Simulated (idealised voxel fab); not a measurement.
process module | voxel transistor to metal
cross-section cut | 145 nm wide | cells 5 nm
A cross-section is a grid of square cells, given in bands from the top down. A band is one or more rows of cells.
Each band's line starts with the height of the band's top and of its bottom, in nm. Then come its materials from left to right, each with its width in nm. One material with "throughout" fills the band from edge to edge. "air" is empty space.
Height 0 is the level under which the wafer as received is all one material. The lowest band goes on downwards, as in "0 down".
A width such as "30 to 40" changes by the same amount from each row of cells to the next, from the band's top row to its bottom row.
"no change" after a step means that no cell of the cross-section changed.
closed voids: empty space of 8 cells or more with no open way to the top, each as width x height at its distance from the left edge, in nm
after a step's settings: what the simulator itself notes on the step
overlay nm, on a step with a mask: how far to the right of its planned place the mask lay; to the left if negative
plan
1 op RECEIVE | material Si
2 op OXIDIZE | depth nm 5
3 op CONFORMAL_DEP | material SiN | thk nm 10
4 op DIRECTIONAL_DEP | material aC | thk nm 10
5 op PATTERN | tone cover | mask id ACTIVE | material resist | width nm 105 | thk nm 30 | overlay nm 0
6 op DIRECTIONAL_ETCH | etch materials aC | depth nm 10
7 op STRIP | etch materials resist
8 op DIRECTIONAL_ETCH | etch materials SiN | depth nm 10
9 op DIRECTIONAL_ETCH | etch materials SiO2 | depth nm 5
10 op DIRECTIONAL_ETCH | etch materials Si | depth nm 25
11 op STRIP | etch materials aC
12 op FILL_DEP | material SiO2 | thk nm 5
13 op CMP | height nm 10
14 op SELECTIVE_ETCH | etch materials SiO2 | depth nm 10
15 op STRIP | etch materials SiN
16 op SELECTIVE_ETCH | etch materials SiO2 | depth nm 5
17 op OXIDIZE | depth nm 5
18 op DIRECTIONAL_DEP | material polySi | thk nm 30
19 op DIRECTIONAL_DEP | material SiCN | thk nm 10
20 op DIRECTIONAL_DEP | material aC | thk nm 15
21 op PATTERN | tone cover | mask id GATE | material resist | width nm 35 | thk nm 30 | overlay nm 0
22 op DIRECTIONAL_ETCH | etch materials aC | depth nm 15
23 op STRIP | etch materials resist
24 op DIRECTIONAL_ETCH | etch materials SiCN | depth nm 20
25 op DIRECTIONAL_ETCH | etch materials polySi | depth nm 40
26 op STRIP | etch materials aC
27 op CONFORMAL_DEP | material SiN | thk nm 5
28 op DIRECTIONAL_ETCH | etch materials SiN | depth nm 5
29 op DIRECTIONAL_ETCH | etch materials SiO2 | depth nm 5
30 op DIRECTIONAL_ETCH | etch materials Si | depth nm 5
31 op EPI | material SiGe | thk nm 5
32 op FILL_DEP | material SiO2 | thk nm 10
33 op CMP | height nm 25
34 op STRIP | etch materials polySi
35 op SELECTIVE_ETCH | etch materials SiO2 | depth nm 5
36 op CONFORMAL_DEP | material HfO2 | thk nm 5
37 op CONFORMAL_DEP | material TiN | thk nm 5
38 op FILL_DEP | material W | thk nm 5
39 op CMP | height nm 20
40 op DIRECTIONAL_DEP | material SiO2 | thk nm 15
41 op DIRECTIONAL_DEP | material aC | thk nm 10
42 op PATTERN | tone open | mask id CONTACT | material resist | width nm 15 | pitch nm 80 | thk nm 30 | overlay nm 0
43 op DIRECTIONAL_ETCH | etch materials aC | depth nm 10
44 op STRIP | etch materials resist
45 op DIRECTIONAL_ETCH | etch materials SiO2 | depth nm 45
46 op STRIP | etch materials aC
47 op CONFORMAL_DEP | material TiN | thk nm 5
48 op FILL_DEP | material Ru | thk nm 5
49 op CMP | height nm 35
50 op CONFORMAL_DEP | material SiCN | thk nm 5
51 op DIRECTIONAL_DEP | material SiO2 | thk nm 25
52 op MASKED_ETCH | tone open | mask id METAL_1 | width nm 15 | pitch nm 80 | etch materials SiO2 | depth nm 25 | overlay nm 0
53 op MASKED_ETCH | tone open | mask id METAL_1 | width nm 15 | pitch nm 80 | etch materials SiCN | depth nm 5 | overlay nm 0
54 op CONFORMAL_DEP | material TiN | thk nm 5
55 op FILL_DEP | material Ru | thk nm 5
56 op CMP | height nm 65
57 op EPI | material Ru | thk nm 5
58 op FILL_DEP | material SiCN | thk nm 5
as received, after step 1
  0 down: Si throughout
  closed voids: none
first wafer at the end, as planned
  75 to 70: SiCN throughout
  70 to 65: SiCN 20 | Ru 25 | SiCN 55 | Ru 25 | SiCN 20
  65 to 40: SiO2 25 | TiN 5 | Ru 5 | TiN 5 | SiO2 65 | TiN 5 | Ru 5 | TiN 5 | SiO2 25
  40 to 35: SiCN 25 | TiN 15 | SiCN 65 | TiN 15 | SiCN 25
  35 to 20: SiO2 25 | TiN 5 | Ru 5 | TiN 5 | SiO2 65 | TiN 5 | Ru 5 | TiN 5 | SiO2 25
  20 to 0: SiO2 25 | TiN 5 | Ru 5 | TiN 5 | SiO2 10 | SiN 5 | HfO2 5 | TiN 5 | W 15 | TiN 5 | HfO2 5 | SiN 5 | SiO2 10 | TiN 5 | Ru 5 | TiN 5 | SiO2 25
  0 to -5: SiO2 25 | TiN 5 | Ru 5 | TiN 5 | SiO2 10 | SiN 5 | HfO2 5 | TiN 25 | HfO2 5 | SiN 5 | SiO2 10 | TiN 5 | Ru 5 | TiN 5 | SiO2 25
  -5 to -10: SiO2 25 | TiN 15 | SiO2 5 | SiGe 5 | HfO2 45 | SiGe 5 | SiO2 5 | TiN 15 | SiO2 25
  -10 to -15: SiO2 20 | SiGe 30 | Si 45 | SiGe 30 | SiO2 20
  -15 to -30: SiO2 20 | Si 105 | SiO2 20
  -30 down: Si throughout
  closed voids: none
second wafer at the end: like start, like plan, one mistake
  75 to 70: SiCN throughout
  70 to 65: SiCN 20 | Ru 25 | SiCN 55 | Ru 25 | SiCN 20
  65 to 40: SiO2 25 | TiN 5 | Ru 5 | TiN 5 | SiO2 65 | TiN 5 | Ru 5 | TiN 5 | SiO2 25
  40 to 35: SiCN 25 | TiN 15 | SiCN 65 | TiN 15 | SiCN 25
  35 to 20: SiO2 25 | TiN 5 | Ru 5 | TiN 5 | SiO2 65 | TiN 5 | Ru 5 | TiN 5 | SiO2 25
  20 to -5: SiO2 25 | TiN 5 | Ru 5 | TiN 5 | SiO2 10 | SiN 5 | TiN 5 | W 25 | TiN 5 | SiN 5 | SiO2 10 | TiN 5 | Ru 5 | TiN 5 | SiO2 25
  -5 to -10: SiO2 25 | TiN 15 | SiO2 5 | SiGe 5 | TiN 45 | SiGe 5 | SiO2 5 | TiN 15 | SiO2 25
  -10 to -15: SiO2 20 | SiGe 30 | Si 45 | SiGe 30 | SiO2 20
  -15 to -30: SiO2 20 | Si 105 | SiO2 20
  -30 down: Si throughout
  closed voids: none
what went wrong: step 36 was left out
at the end the second wafer has, in cells: 19 fewer of HfO2 | 6 more of TiN | 13 more of W
